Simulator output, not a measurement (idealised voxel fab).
This is a process module. Its name is voxel transistor to metal.
185 nm wide, 5 nm square cells: that's cross-section cut.
A cross-section in this document is a grid of square cells, and it is written down as bands, the top band listed before the ones below it; a band is made up of one or more rows of cells. Look at the band entry: it leads with the top's height and the bottom's height in nm. Then it lists the materials left to right, with a width in nm for each. The word "all across" on a single material says that material fills the band edge to edge. The word "air" is empty space. Heights are expressed relative to 0, this being the level below which the as-received wafer comprises one material exclusively. The lowest band is unbounded in the downward direction and is denoted as in "0 nm and below". When a width is written as two numbers, as in "30..40", the first number is the width in the top row of cells of the band and the second is the width in its bottom row, and the width changes by the same amount from each row to the next. The cross-section has no changed cell in any step marked "remains unaltered". If an empty space has no open way to the top and is at least 8 cells in size, "Unvented cavities" lists it, written width x height at distance, where distance is measured from the left edge and every value is in nm. It should be noted that, on the line of a given step, the content following the step's settings is a remark produced by the simulator itself with respect to that step. "overlay nm", when on a step's line for a step with a mask, measures how far to the right of its planned place the mask lay; a negative measure means to the left.

**Set out below are the planned steps of the process**
step 1: op RECEIVE | material Si
step 2: op OXIDIZE | depth nm 5
step 3: op CONFORMAL_DEP | material SiN | thk nm 15
step 4: op MASKED_ETCH | tone cover | mask id ACTIVE | width nm 130 | etch materials SiN | depth nm 15 | overlay nm 0
step 5: op MASKED_ETCH | tone cover | mask id ACTIVE | width nm 130 | etch materials SiO2 | depth nm 5 | overlay nm 0
step 6: op MASKED_ETCH | tone cover | mask id ACTIVE | width nm 130 | etch materials Si | depth nm 35 | overlay nm 0
step 7: op FILL_DEP | material SiO2 | thk nm 10
step 8: op CMP | height nm 15
step 9: op SELECTIVE_ETCH | etch materials SiO2 | depth nm 10
step 10: op STRIP | etch materials SiN
step 11: op SELECTIVE_ETCH | etch materials SiO2 | depth nm 5
step 12: op OXIDIZE | depth nm 5
step 13: op DIRECTIONAL_DEP | material polySi | thk nm 25
step 14: op DIRECTIONAL_DEP | material SiCN | thk nm 10
step 15: op DIRECTIONAL_DEP | material aC | thk nm 15
step 16: op PATTERN | tone cover | mask id GATE | material resist | width nm 30 | thk nm 30 | overlay nm 0
step 17: op DIRECTIONAL_ETCH | etch materials aC | depth nm 15
step 18: op STRIP | etch materials resist
step 19: op DIRECTIONAL_ETCH | etch materials SiCN | depth nm 20
step 20: op DIRECTIONAL_ETCH | etch materials polySi | depth nm 35
step 21: op STRIP | etch materials aC
step 22: op CONFORMAL_DEP | material SiO2 | thk nm 5
step 23: op DIRECTIONAL_ETCH | etch materials SiO2 | depth nm 5
step 24: op CONFORMAL_DEP | material SiN | thk nm 10
step 25: op DIRECTIONAL_ETCH | etch materials SiN | depth nm 10
step 26: op DIRECTIONAL_ETCH | etch materials SiO2 | depth nm 5
step 27: op DIRECTIONAL_ETCH | etch materials Si | depth nm 5
step 28: op EPI | material pSi | thk nm 5
step 29: op FILL_DEP | material SiO2 | thk nm 10
step 30: op CMP | height nm 20
step 31: op STRIP | etch materials polySi
step 32: op SELECTIVE_ETCH | etch materials SiO2 | depth nm 5
step 33: op CONFORMAL_DEP | material HfO2 | thk nm 5
step 34: op CONFORMAL_DEP | material TiN | thk nm 5
step 35: op FILL_DEP | material W | thk nm 5
step 36: op CMP | height nm 15
step 37: op DIRECTIONAL_DEP | material SiO2 | thk nm 10
step 38: op PATTERN | tone open | mask id CONTACT | material resist | width nm 20 | pitch nm 90 | thk nm 20 | overlay nm 0
step 39: op DIRECTIONAL_ETCH | etch materials SiO2 | depth nm 35
step 40: op STRIP | etch materials resist
step 41: op CONFORMAL_DEP | material TiN | thk nm 5
step 42: op FILL_DEP | material Ru | thk nm 5
step 43: op CMP | height nm 25
step 44: op DIRECTIONAL_DEP | material TiN | thk nm 5
step 45: op DIRECTIONAL_DEP | material Ru | thk nm 20
step 46: op MASKED_ETCH | tone cover | mask id METAL_1 | width nm 20 | pitch nm 90 | etch materials Ru | depth nm 20 | overlay nm 0
step 47: op MASKED_ETCH | tone cover | mask id METAL_1 | width nm 20 | pitch nm 90 | etch materials TiN | depth nm 5 | overlay nm 0
step 48: op FILL_DEP | material SiO2 | thk nm 5
step 49: op CMP | height nm 50
step 50: op CONFORMAL_DEP | material SiN | thk nm 5

**Cross-section: wafer on arrival = after step 1**
- 0 nm and below = Si all across
- Unvented cavities: none

**End state of the module in cross-section, given the above starting point and plan and one mistake in execution**
- 55 nm to 50 nm = SiN all across
- 50 nm to 30 nm = SiO2 35 / Ru 20 / SiO2 70 / Ru 20 / SiO2 40
- 30 nm to 25 nm = SiO2 35 / TiN 20 / SiO2 70 / TiN 20 / SiO2 40
- 25 nm to 15 nm = SiO2 35 / TiN 5 / Ru 10 / TiN 5 / SiO2 70 / TiN 5 / Ru 10 / TiN 5 / SiO2 40
- 15 nm to 5 nm = SiO2 35 / TiN 5 / Ru 10 / TiN 5 / SiO2 5 / SiN 10 / HfO2 5 / TiN 5 / W 20 / TiN 5 / HfO2 5 / SiN 10 / SiO2 5 / TiN 5 / Ru 10 / TiN 5 / SiO2 40
- 5 nm to 0 nm = SiO2 35 / TiN 10 / Ru 5 / TiN 5 / SiO2 5 / SiN 10 / HfO2 5 / TiN 5 / W 20 / TiN 5 / HfO2 5 / SiN 10 / SiO2 5 / TiN 5 / Ru 10 / TiN 5 / SiO2 40
- 0 nm to -5 nm = SiO2 30 / SiN 10 / TiN 15 / SiO2 5 / SiN 10 / HfO2 5 / TiN 30 / HfO2 5 / SiN 10 / SiO2 5 / TiN 5 / Ru 10 / TiN 5 / SiO2 5 / SiN 10 / SiO2 25
- -5 nm to -10 nm = SiO2 40 / pSi 5 / TiN 10 / pSi 5 / SiO2 10 / HfO2 40 / SiO2 10 / pSi 5 / TiN 20 / pSi 5 / SiO2 35
- -10 nm to -15 nm = SiO2 25 / Si 15 / pSi 20 / Si 60 / pSi 30 / Si 10 / SiO2 25
- -15 nm to -40 nm = SiO2 25 / Si 135 / SiO2 25
- -40 nm and below = Si all across
- Unvented cavities: none
Finding, execution versus plan: not per plan at step 4, really ran op MASKED_ETCH | tone cover | mask id ACTIVE | width nm 130 | etch materials SiN | depth nm 15 | overlay nm 5
